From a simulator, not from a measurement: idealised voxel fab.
The process module presented herein is designated voxel double patterning.
220 nm wide, 5 nm square cells: that's cross-section cut.
This document writes a cross-section as a grid whose cells are square, and gives it as bands, listed from the top down; one or more rows of cells form a band.
Heights first: top, then bottom, in nm. Then materials, left to right, each with a width in nm. "throughout" on a single material: fills the band edge to edge. "air": empty space.
All heights in this document are referenced to 0, defined as the level beneath which the wafer, as received, consists entirely of one material. The lowest band is not bounded below; it extends indefinitely downward and is written in the form "top 0, no bottom".
Read "30->40" as a graded width: first number on top, second number at the bottom, same change between each pair of neighbouring rows.
Where a step carries "everything unchanged", the cross-section came out of it unchanged, cell for cell.
"Completely sealed voids": empty spaces of 8 cells or more with no open way to the top, each given as width x height at distance, distance from the left edge, all in nm.
It should be noted that, on the line of a given step, the content following the step's settings is a remark produced by the simulator itself with respect to that step.
"overlay nm" answers the question of how far to the right of plan the mask lay on a step that has a mask, and when it is negative the answer is to the left.

## These are the steps we planned for the process
- 1: RECEIVE [material Si]
- 2: CONFORMAL_DEP [material SiO2] [thk nm 5]
- 3: DIRECTIONAL_DEP [material TiN] [thk nm 10]
- 4: DIRECTIONAL_DEP [material SiCN] [thk nm 5]
- 5: DIRECTIONAL_DEP [material aC] [thk nm 10]
- 6: PATTERN [tone open] [mask id FIRST] [material resist] [width nm 15] [pitch nm 50] [thk nm 25] [overlay nm 0]
- 7: DIRECTIONAL_ETCH [etch materials aC] [depth nm 10]
- 8: STRIP [etch materials resist]
- 9: DIRECTIONAL_ETCH [etch materials SiCN] [depth nm 5]
- 10: STRIP [etch materials aC]
- 11: MASKED_ETCH [tone open] [mask id SECOND] [width nm 15] [pitch nm 50] [etch materials SiCN] [depth nm 5] [overlay nm 0]
- 12: DIRECTIONAL_ETCH [etch materials TiN] [depth nm 10]
- 13: STRIP [etch materials SiCN]
The value of width nm given for step 11 in the plan refers to the first wafer; the wafers vary in this setting and are alike at the start.

## Received wafers, first of several: cross-section after step 1
top 0, no bottom: Si throughout
Completely sealed voids: none

## First of several wafers in cross-section at module end, following the final step, step 13
top 15, bottom 5: TiN=50  air=15  TiN=10  air=15  TiN=10  air=15  TiN=10  air=15  TiN=10  air=15  TiN=55
top 5, bottom 0: SiO2 throughout
top 0, no bottom: Si throughout
Completely sealed voids: none

## Cross-sectional depiction of the last of several wafers upon completion of the module
top 15, bottom 5: TiN=50  air=15  TiN=5  air=45  TiN=5  air=45  TiN=55
top 5, bottom 0: SiO2 throughout
top 0, no bottom: Si throughout
Completely sealed voids: none

## Every row in this table is a wafer at the end of the module, and it gives, for each of the materials, the cells that wafer has gained (+) or lost (-) since it was received, then its closed voids
width nm 15 | +44 SiO2 | +58 TiN | Completely sealed voids: none
width nm 20 | +44 SiO2 | +54 TiN | Completely sealed voids: none
width nm 25 | +44 SiO2 | +50 TiN | Completely sealed voids: none
width nm 30 | +44 SiO2 | +46 TiN | Completely sealed voids: none
